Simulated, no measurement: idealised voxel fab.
process module | voxel spacer lines
cross-section cut | 295 nm wide | cells 5 nm
A cross-section is a grid of square cells, given in bands from the top down. A band is one or more rows of cells.
Each band's line starts with the height of the band's top and of its bottom, in nm. Then come its materials from left to right, each with its width in nm. One material with "throughout" fills the band from edge to edge. "air" is empty space.
Height 0 is the level under which the wafer as received is all one material. The lowest band goes on downwards, as in "0 down".
A width such as "30 to 40" changes by the same amount from each row of cells to the next, from the band's top row to its bottom row.
"no change" after a step means that no cell of the cross-section changed.
closed voids: empty space of 8 cells or more with no open way to the top, each as width x height at its distance from the left edge, in nm
after a step's settings: what the simulator itself notes on the step
overlay nm, on a step with a mask: how far to the right of its planned place the mask lay; to the left if negative
plan
1 op RECEIVE | material Si
2 op CONFORMAL_DEP | material Al2O3 | thk nm 5
3 op DIRECTIONAL_DEP | material W | thk nm 15
4 op DIRECTIONAL_DEP | material aC | thk nm 20
5 op PATTERN | tone cover | mask id MANDREL | material resist | width nm 20 | pitch nm 60 | thk nm 25 | overlay nm -15
6 op DIRECTIONAL_ETCH | etch materials aC | depth nm 20
7 op STRIP | etch materials resist
8 op CONFORMAL_DEP | material SiN | thk nm 10
9 op DIRECTIONAL_ETCH | etch materials SiN | depth nm 10
10 op STRIP | etch materials aC
11 op DIRECTIONAL_ETCH | etch materials W | depth nm 15
12 op STRIP | etch materials SiN
13 op FILL_DEP | material lowk | thk nm 5
14 op CMP | height nm 20
varied across the wafers: overlay nm of step 5. The plan shows the first wafer's value. All wafers start alike
first wafer as received, after step 1
  0 down: Si throughout
  closed voids: none
each wafer at the end: cells of each material gained (+) or lost (-) since it was received, then its closed voids
overlay nm -15 | +59 Al2O3 | +36 W | +141 lowk | closed voids: none
overlay nm -10 | +59 Al2O3 | +36 W | +141 lowk | closed voids: none
overlay nm -5 | +59 Al2O3 | +36 W | +141 lowk | closed voids: none
overlay nm 0 | +59 Al2O3 | +36 W | +141 lowk | closed voids: none
overlay nm 5 | +59 Al2O3 | +36 W | +141 lowk | closed voids: none
overlay nm 10 | +59 Al2O3 | +36 W | +141 lowk | closed voids: none
overlay nm 15 | +59 Al2O3 | +36 W | +141 lowk | closed voids: none
